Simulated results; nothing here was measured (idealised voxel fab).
Proc. module: voxel self aligned contacts
Shown is cross-section cut, with a width of 265 nm and square cells of size 5 nm.
For the purposes of this document, a cross-section shall be understood as a grid of square cells, specified as bands listed in top-to-bottom order, each band consisting of one or more rows of cells. The entry gives the band's vertical extent as a top height and a bottom height in nm, then its horizontal make-up as materials from left to right, each with a width in nm. "blank" stands for empty space; a single material marked "full width" fills the band edge to edge. Height datum 0, below which the as-received substrate wafer is one material. Lowest band open at the bottom, running downward: "z 0 and below". Graded width ("30 to 40"): value in top row of band = first number; value in bottom row = second number; row-to-row change constant. Take "no modifications" at face value: in the step it is given for, the cross-section changed in none of its cells. Reported under the label "Enclosed cavities" are the empty spaces having no open way to the top and comprising 8 cells or more; the notation for each is width x height at distance, in which the distance is measured from the left edge and all three values are in nm. Formally, on a step line, whatever follows the settings is a remark that the simulator itself makes on the step. Each step line may optionally specify "overlay nm", which for a step with a mask gives the rightward distance between the mask's planned place and where it lay, a negative value indicating the leftward direction.
[List of planned process steps]
1,RECEIVE: material Si
2,CONFORMAL_DEP: material SiO2, thk nm 5
3,DIRECTIONAL_DEP: material polySi, thk nm 30
4,DIRECTIONAL_DEP: material SiN, thk nm 15
5,DIRECTIONAL_DEP: material aC, thk nm 15
6,PATTERN: tone cover, mask id GATE, material resist, width nm 25, pitch nm 50, thk nm 30, overlay nm 0
7,DIRECTIONAL_ETCH: etch materials aC, depth nm 15
8,STRIP: etch materials resist
9,DIRECTIONAL_ETCH: etch materials SiN, depth nm 15
10,DIRECTIONAL_ETCH: etch materials polySi, depth nm 30
11,STRIP: etch materials aC
12,CONFORMAL_DEP: material SiN, thk nm 5
13,DIRECTIONAL_ETCH: etch materials SiN, depth nm 5
14,FILL_DEP: material SiO2, thk nm 15
15,CMP: height nm 55
16,DIRECTIONAL_DEP: material aC, thk nm 10
17,PATTERN: tone open, mask id CONTACT, material resist, width nm 35, thk nm 30, overlay nm 0
18,DIRECTIONAL_ETCH: etch materials aC, depth nm 10
19,STRIP: etch materials resist
20,DIRECTIONAL_ETCH: etch materials SiO2, depth nm 55
21,STRIP: etch materials aC
22,CONFORMAL_DEP: material TiN, thk nm 5
23,FILL_DEP: material W, thk nm 5
24,CMP: height nm 55
25,CONFORMAL_DEP: material SiN, thk nm 5
[Concerning the first of two wafers, which was run in accordance with the plan]
[Step 1 complete: cross-section of the wafer as received]
- z 0 and below: Si full width
- Enclosed cavities: none
[Step 2 done - wafer cross-section]
- z 5 to 0: SiO2 full width
- Everything under 0 stays put, no change at all.
[Step 3 done - wafer cross-section]
- z 35 to 5: polySi full width
- Everything under 5 stays put, no change at all.
[Step 4 done - wafer cross-section]
- z 50 to 35: SiN full width
- Everything under 35 stays put, no change at all.
[Step 5 done - wafer cross-section]
- z 65 to 50: aC full width
- Everything under 50 stays put, no change at all.
[Step 6 done - wafer cross-section]
- z 95 to 65: blank: 95, resist: 25, blank: 25, resist: 25, blank: 95
- Everything under 65 stays put, no change at all.
[Step 7 done - wafer cross-section]
- z 80 to 65: blank: 95, resist: 25, blank: 25, resist: 25, blank: 95
- z 65 to 50: blank: 95, aC: 25, blank: 25, aC: 25, blank: 95
- Everything under 50 stays put, no change at all.
[Step 8 done - wafer cross-section]
- z 65 to 50: blank: 95, aC: 25, blank: 25, aC: 25, blank: 95
- Everything under 50 stays put, no change at all.
[Step 9 done - wafer cross-section]
- z 65 to 50: blank: 95, aC: 25, blank: 25, aC: 25, blank: 95
- z 50 to 35: blank: 95, SiN: 25, blank: 25, SiN: 25, blank: 95
- Everything under 35 stays put, no change at all.
[Step 10 done - wafer cross-section]
- z 65 to 50: blank: 95, aC: 25, blank: 25, aC: 25, blank: 95
- z 50 to 35: blank: 95, SiN: 25, blank: 25, SiN: 25, blank: 95
- z 35 to 5: blank: 95, polySi: 25, blank: 25, polySi: 25, blank: 95
- Everything under 5 stays put, no change at all.
[Step 11 done - wafer cross-section]
- z 50 to 35: blank: 95, SiN: 25, blank: 25, SiN: 25, blank: 95
- Everything under 35 stays put, no change at all.
[Step 12 done - wafer cross-section]
- z 55 to 35: blank: 90, SiN: 35, blank: 15, SiN: 35, blank: 90
- z 35 to 10: blank: 90, SiN: 5, polySi: 25, SiN: 5, blank: 15, SiN: 5, polySi: 25, SiN: 5, blank: 90
- z 10 to 5: SiN: 95, polySi: 25, SiN: 25, polySi: 25, SiN: 95
- Everything under 5 stays put, no change at all.
[Step 13 done - wafer cross-section]
- z 50 to 35: blank: 90, SiN: 35, blank: 15, SiN: 35, blank: 90
- z 35 to 5: blank: 90, SiN: 5, polySi: 25, SiN: 5, blank: 15, SiN: 5, polySi: 25, SiN: 5, blank: 90
- Everything under 5 stays put, no change at all.
[Step 14 done - wafer cross-section]
- z 65 to 50: SiO2 full width
- z 50 to 35: SiO2: 90, SiN: 35, SiO2: 15, SiN: 35, SiO2: 90
- z 35 to 5: SiO2: 90, SiN: 5, polySi: 25, SiN: 5, SiO2: 15, SiN: 5, polySi: 25, SiN: 5, SiO2: 90
- Everything under 5 stays put, no change at all.
[Step 15 done - wafer cross-section]
- z 55 to 50: SiO2 full width
- Everything under 50 stays put, no change at all.
[Step 16 done - wafer cross-section]
- z 65 to 55: aC full width
- Everything under 55 stays put, no change at all.
[Step 17 done - wafer cross-section]
- z 95 to 65: resist: 115, blank: 35, resist: 115
- Everything under 65 stays put, no change at all.
[Step 18 done - wafer cross-section]
- z 85 to 65: resist: 115, blank: 35, resist: 115
- z 65 to 55: aC: 115, blank: 35, aC: 115
- Everything under 55 stays put, no change at all.
[Step 19 done - wafer cross-section]
- z 65 to 55: aC: 115, blank: 35, aC: 115
- Everything under 55 stays put, no change at all.
[Step 20 done - wafer cross-section]
- z 65 to 55: aC: 115, blank: 35, aC: 115
- z 55 to 50: SiO2: 115, blank: 35, SiO2: 115
- z 50 to 35: SiO2: 90, SiN: 35, blank: 15, SiN: 35, SiO2: 90
- z 35 to 5: SiO2: 90, SiN: 5, polySi: 25, SiN: 5, blank: 15, SiN: 5, polySi: 25, SiN: 5, SiO2: 90
- z 5 to 0: SiO2: 125, blank: 15, SiO2: 125
- Everything under 0 stays put, no change at all.
[Step 21 done - wafer cross-section]
- z 55 to 50: SiO2: 115, blank: 35, SiO2: 115
- Everything under 50 stays put, no change at all.
[Step 22 done - wafer cross-section]
- z 60 to 55: TiN: 120, blank: 25, TiN: 120
- z 55 to 50: SiO2: 115, TiN: 15, blank: 5, TiN: 15, SiO2: 115
- z 50 to 35: SiO2: 90, SiN: 35, TiN: 5, blank: 5, TiN: 5, SiN: 35, SiO2: 90
- z 35 to 5: SiO2: 90, SiN: 5, polySi: 25, SiN: 5, TiN: 5, blank: 5, TiN: 5, SiN: 5, polySi: 25, SiN: 5, SiO2: 90
- z 5 to 0: SiO2: 125, TiN: 15, SiO2: 125
- Everything under 0 stays put, no change at all.
[Step 23 done - wafer cross-section]
- z 65 to 60: W full width
- z 60 to 55: TiN: 120, W: 25, TiN: 120
- z 55 to 50: SiO2: 115, TiN: 15, W: 5, TiN: 15, SiO2: 115
- z 50 to 35: SiO2: 90, SiN: 35, TiN: 5, W: 5, TiN: 5, SiN: 35, SiO2: 90
- z 35 to 5: SiO2: 90, SiN: 5, polySi: 25, SiN: 5, TiN: 5, W: 5, TiN: 5, SiN: 5, polySi: 25, SiN: 5, SiO2: 90
- Everything under 5 stays put, no change at all.
[Step 24 done - wafer cross-section]
- z 55 to 50: SiO2: 115, TiN: 15, W: 5, TiN: 15, SiO2: 115
- Everything under 50 stays put, no change at all.
[Step 25 done - wafer cross-section]
- z 60 to 55: SiN full width
- Everything under 55 stays put, no change at all.
[For the second wafer, take the first wafer's start and plan, then add one mistake made in running it; everything through step 5, that step included, is shared with the first]
[Second wafer, cut view, end of step 6 per plan]
- z 95 to 65: blank: 90, resist: 35, blank: 15, resist: 35, blank: 90
- Everything under 65 stays put, no change at all.
[Second wafer, cut view, end of step 7 per plan]
- z 80 to 65: blank: 90, resist: 35, blank: 15, resist: 35, blank: 90
- z 65 to 50: blank: 90, aC: 35, blank: 15, aC: 35, blank: 90
- Everything under 50 stays put, no change at all.
[Second wafer, cut view, end of step 8 per plan]
- z 65 to 50: blank: 90, aC: 35, blank: 15, aC: 35, blank: 90
- Everything under 50 stays put, no change at all.
[Second wafer, cut view, end of step 9 per plan]
- z 65 to 50: blank: 90, aC: 35, blank: 15, aC: 35, blank: 90
- z 50 to 35: blank: 90, SiN: 35, blank: 15, SiN: 35, blank: 90
- Everything under 35 stays put, no change at all.
[Second wafer, cut view, end of step 10 per plan]
- z 65 to 50: blank: 90, aC: 35, blank: 15, aC: 35, blank: 90
- z 50 to 35: blank: 90, SiN: 35, blank: 15, SiN: 35, blank: 90
- z 35 to 5: blank: 90, polySi: 35, blank: 15, polySi: 35, blank: 90
- Everything under 5 stays put, no change at all.
[Second wafer, cut view, end of step 11 per plan]
- z 50 to 35: blank: 90, SiN: 35, blank: 15, SiN: 35, blank: 90
- Everything under 35 stays put, no change at all.
[Second wafer, cut view, end of step 12 per plan]
- z 55 to 35: blank: 85, SiN: 45, blank: 5, SiN: 45, blank: 85
- z 35 to 10: blank: 85, SiN: 5, polySi: 35, SiN: 5, blank: 5, SiN: 5, polySi: 35, SiN: 5, blank: 85
- z 10 to 5: SiN: 90, polySi: 35, SiN: 15, polySi: 35, SiN: 90
- Everything under 5 stays put, no change at all.
[Second wafer, cut view, end of step 13 per plan]
- z 50 to 35: blank: 85, SiN: 45, blank: 5, SiN: 45, blank: 85
- z 35 to 5: blank: 85, SiN: 5, polySi: 35, SiN: 5, blank: 5, SiN: 5, polySi: 35, SiN: 5, blank: 85
- Everything under 5 stays put, no change at all.
[Second wafer, cut view, end of step 14 per plan]
- z 65 to 50: SiO2 full width
- z 50 to 35: SiO2: 85, SiN: 45, SiO2: 5, SiN: 45, SiO2: 85
- z 35 to 5: SiO2: 85, SiN: 5, polySi: 35, SiN: 5, SiO2: 5, SiN: 5, polySi: 35, SiN: 5, SiO2: 85
- Everything under 5 stays put, no change at all.
[Second wafer, cut view, end of step 15 per plan]
- z 55 to 50: SiO2 full width
- Everything under 50 stays put, no change at all.
[Second wafer, cut view, end of step 16 per plan]
- z 65 to 55: aC full width
- Everything under 55 stays put, no change at all.
[Second wafer, cut view, end of step 17 per plan]
- z 95 to 65: resist: 115, blank: 35, resist: 115
- Everything under 65 stays put, no change at all.
[Second wafer, cut view, end of step 18 per plan]
- z 85 to 65: resist: 115, blank: 35, resist: 115
- z 65 to 55: aC: 115, blank: 35, aC: 115
- Everything under 55 stays put, no change at all.
[Second wafer, cut view, end of step 19 per plan]
- z 65 to 55: aC: 115, blank: 35, aC: 115
- Everything under 55 stays put, no change at all.
[Second wafer, cut view, end of step 20 per plan]
- z 65 to 55: aC: 115, blank: 35, aC: 115
- z 55 to 50: SiO2: 115, blank: 35, SiO2: 115
- z 50 to 35: SiO2: 85, SiN: 45, blank: 5, SiN: 45, SiO2: 85
- z 35 to 5: SiO2: 85, SiN: 5, polySi: 35, SiN: 5, blank: 5, SiN: 5, polySi: 35, SiN: 5, SiO2: 85
- z 5 to 0: SiO2: 130, blank: 5, SiO2: 130
- Everything under 0 stays put, no change at all.
[Second wafer, cut view, end of step 21 per plan]
- z 55 to 50: SiO2: 115, blank: 35, SiO2: 115
- Everything under 50 stays put, no change at all.
[Second wafer, cut view, end of step 22 per plan]
- z 60 to 55: TiN: 120, blank: 25, TiN: 120
- z 55 to 50: SiO2: 115, TiN: 35, SiO2: 115
- z 50 to 35: SiO2: 85, SiN: 45, TiN: 5, SiN: 45, SiO2: 85
- z 35 to 5: SiO2: 85, SiN: 5, polySi: 35, SiN: 5, TiN: 5, SiN: 5, polySi: 35, SiN: 5, SiO2: 85
- z 5 to 0: SiO2: 130, TiN: 5, SiO2: 130
- Everything under 0 stays put, no change at all.
[Second wafer, cut view, end of step 23 per plan]
- z 65 to 60: W full width
- z 60 to 55: TiN: 120, W: 25, TiN: 120
- Everything under 55 stays put, no change at all.
[Second wafer, cut view, end of step 24 per plan]
- z 55 to 50: SiO2: 115, TiN: 35, SiO2: 115
- Everything under 50 stays put, no change at all.
[Second wafer, cut view, end of step 25 per plan]
- z 60 to 55: SiN full width
- Everything under 55 stays put, no change at all.
Run error: step 6, actual vs plan mismatch, actual run PATTERN: tone cover, mask id GATE, material resist, width nm 35, pitch nm 50, thk nm 30, overlay nm 0
Wafer comparison, final, in cells, second relative to first, materials more or fewer: SiN +12, SiO2 -16, TiN -10, W -10, polySi +24
